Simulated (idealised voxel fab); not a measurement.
process module | voxel transistor to metal
cross-section cut | 300 nm wide | cells 5 nm
A cross-section is a grid of square cells, given in bands from the top down. A band is one or more rows of cells.
Each band's line starts with the height of the band's top and of its bottom, in nm. Then come its materials from left to right, each with its width in nm. One material with "throughout" fills the band from edge to edge. "air" is empty space.
Height 0 is the level under which the wafer as received is all one material. The lowest band goes on downwards, as in "0 down".
A width such as "30 to 40" changes by the same amount from each row of cells to the next, from the band's top row to its bottom row.
"no change" after a step means that no cell of the cross-section changed.
closed voids: empty space of 8 cells or more with no open way to the top, each as width x height at its distance from the left edge, in nm
after a step's settings: what the simulator itself notes on the step
overlay nm, on a step with a mask: how far to the right of its planned place the mask lay; to the left if negative
plan
1 op RECEIVE | material Si
2 op CONFORMAL_DEP | material SiO2 | thk nm 5
3 op CONFORMAL_DEP | material SiN | thk nm 10
4 op DIRECTIONAL_DEP | material aC | thk nm 15
5 op PATTERN | tone cover | mask id ACTIVE | material resist | width nm 105 | pitch nm 135 | thk nm 30 | overlay nm 0
6 op DIRECTIONAL_ETCH | etch materials aC | depth nm 15
7 op STRIP | etch materials resist
8 op DIRECTIONAL_ETCH | etch materials SiN | depth nm 10
9 op DIRECTIONAL_ETCH | etch materials SiO2 | depth nm 5
10 op DIRECTIONAL_ETCH | etch materials Si | depth nm 35
11 op STRIP | etch materials aC
12 op FILL_DEP | material SiO2 | thk nm 15
13 op CMP | height nm 15
14 op SELECTIVE_ETCH | etch materials SiO2 | depth nm 5
15 op STRIP | etch materials SiN
16 op SELECTIVE_ETCH | etch materials SiO2 | depth nm 5
17 op OXIDIZE | depth nm 5
18 op DIRECTIONAL_DEP | material polySi | thk nm 20
19 op DIRECTIONAL_DEP | material SiCN | thk nm 15
20 op DIRECTIONAL_DEP | material aC | thk nm 15
21 op PATTERN | tone cover | mask id GATE | material resist | width nm 25 | pitch nm 135 | thk nm 30 | overlay nm 0
22 op DIRECTIONAL_ETCH | etch materials aC | depth nm 15
23 op STRIP | etch materials resist
24 op DIRECTIONAL_ETCH | etch materials SiCN | depth nm 25
25 op DIRECTIONAL_ETCH | etch materials polySi | depth nm 30
26 op STRIP | etch materials aC
27 op CONFORMAL_DEP | material SiO2 | thk nm 5
28 op DIRECTIONAL_ETCH | etch materials SiO2 | depth nm 5
29 op CONFORMAL_DEP | material SiN | thk nm 5
30 op DIRECTIONAL_ETCH | etch materials SiN | depth nm 5
31 op DIRECTIONAL_ETCH | etch materials SiO2 | depth nm 5
32 op DIRECTIONAL_ETCH | etch materials Si | depth nm 15
33 op EPI | material nSi | thk nm 15
34 op FILL_DEP | material SiO2 | thk nm 10
35 op CMP | height nm 35
36 op DIRECTIONAL_DEP | material SiO2 | thk nm 15
37 op PATTERN | tone open | mask id CONTACT | material resist | width nm 20 | thk nm 15 | overlay nm 0
38 op DIRECTIONAL_ETCH | etch materials SiO2 | depth nm 40
39 op STRIP | etch materials resist
40 op CONFORMAL_DEP | material TiN | thk nm 5
41 op FILL_DEP | material W | thk nm 5
42 op CMP | height nm 50
43 op CONFORMAL_DEP | material SiCN | thk nm 5
44 op DIRECTIONAL_DEP | material SiO2 | thk nm 25
45 op PATTERN | tone open | mask id METAL_1 | material resist | width nm 20 | thk nm 15 | overlay nm 0
46 op DIRECTIONAL_ETCH | etch materials SiO2 | depth nm 25
47 op DIRECTIONAL_ETCH | etch materials SiCN | depth nm 5
48 op STRIP | etch materials resist
49 op CONFORMAL_DEP | material TiN | thk nm 5
50 op FILL_DEP | material W | thk nm 10
51 op CMP | height nm 80
52 op CONFORMAL_DEP | material SiCN | thk nm 5
as received, after step 1
  0 down: Si throughout
  closed voids: none
a wafer at the end: this start, this plan, one mistake
  85 to 80: SiCN throughout
  80 to 55: SiO2 35 | TiN 5 | W 10 | TiN 5 | SiO2 55 | TiN 5 | W 10 | TiN 5 | SiO2 40 | TiN 5 | W 10 | TiN 5 | SiO2 55 | TiN 5 | W 10 | TiN 5 | SiO2 35
  55 to 50: SiCN 35 | TiN 20 | SiCN 55 | TiN 20 | SiCN 40 | TiN 20 | SiCN 55 | TiN 20 | SiCN 35
  50 to 40: SiO2 25 | TiN 5 | W 10 | TiN 5 | SiO2 55 | TiN 5 | W 10 | TiN 5 | SiO2 40 | TiN 5 | W 10 | TiN 5 | SiO2 55 | TiN 5 | W 10 | TiN 5 | SiO2 45
  40 to 35: SiO2 25 | TiN 5 | W 10 | TiN 5 | SiO2 55 | TiN 10 | W 5 | TiN 5 | SiO2 40 | TiN 5 | W 10 | TiN 5 | SiO2 55 | TiN 10 | W 5 | TiN 5 | SiO2 45
  35 to 20: SiO2 25 | TiN 5 | W 10 | TiN 5 | SiO2 15 | SiN 5 | SiO2 5 | SiCN 25 | SiO2 5 | SiN 5 | TiN 5 | W 5 | TiN 5 | SiO2 40 | TiN 5 | W 10 | TiN 5 | SiO2 15 | SiN 5 | SiO2 5 | SiCN 25 | SiO2 5 | SiN 5 | TiN 5 | W 5 | TiN 5 | SiO2 45
  20 to 15: SiO2 25 | TiN 5 | W 10 | TiN 5 | SiO2 15 | SiN 5 | SiO2 5 | polySi 25 | SiO2 5 | SiN 5 | TiN 5 | W 5 | TiN 5 | SiO2 40 | TiN 5 | W 10 | TiN 5 | SiO2 15 | SiN 5 | SiO2 5 | polySi 25 | SiO2 5 | SiN 5 | TiN 5 | W 5 | TiN 5 | SiO2 45
  15 to 10: SiO2 25 | TiN 20 | SiO2 15 | SiN 5 | SiO2 5 | polySi 25 | SiO2 5 | SiN 5 | TiN 15 | SiO2 40 | TiN 20 | SiO2 15 | SiN 5 | SiO2 5 | polySi 25 | SiO2 5 | SiN 5 | TiN 15 | SiO2 45
  10 to 5: SiO2 30 | nSi 30 | SiN 5 | SiO2 5 | polySi 25 | SiO2 5 | SiN 5 | nSi 30 | SiO2 30 | nSi 30 | SiN 5 | SiO2 5 | polySi 25 | SiO2 5 | SiN 5 | nSi 30 | SiO2 30
  5 to 0: SiO2 30 | SiN 5 | nSi 25 | SiN 5 | SiO2 5 | polySi 25 | SiO2 5 | SiN 5 | nSi 25 | SiN 5 | SiO2 30 | SiN 5 | nSi 25 | SiN 5 | SiO2 5 | polySi 25 | SiO2 5 | SiN 5 | nSi 25 | SiN 5 | SiO2 30
  0 to -5: SiO2 35 | nSi 25 | SiO2 45 | nSi 25 | SiO2 40 | nSi 25 | SiO2 45 | nSi 25 | SiO2 35
  -5 to -20: SiO2 30 | Si 5 | nSi 25 | Si 45 | nSi 25 | Si 5 | SiO2 30 | Si 5 | nSi 25 | Si 45 | nSi 25 | Si 5 | SiO2 30
  -20 to -35: SiO2 30 | Si 105 | SiO2 30 | Si 105 | SiO2 30
  -35 down: Si throughout
  closed voids: none
what went wrong: step 37 ran as: op PATTERN | tone open | mask id CONTACT | material resist | width nm 20 | thk nm 15 | overlay nm -10
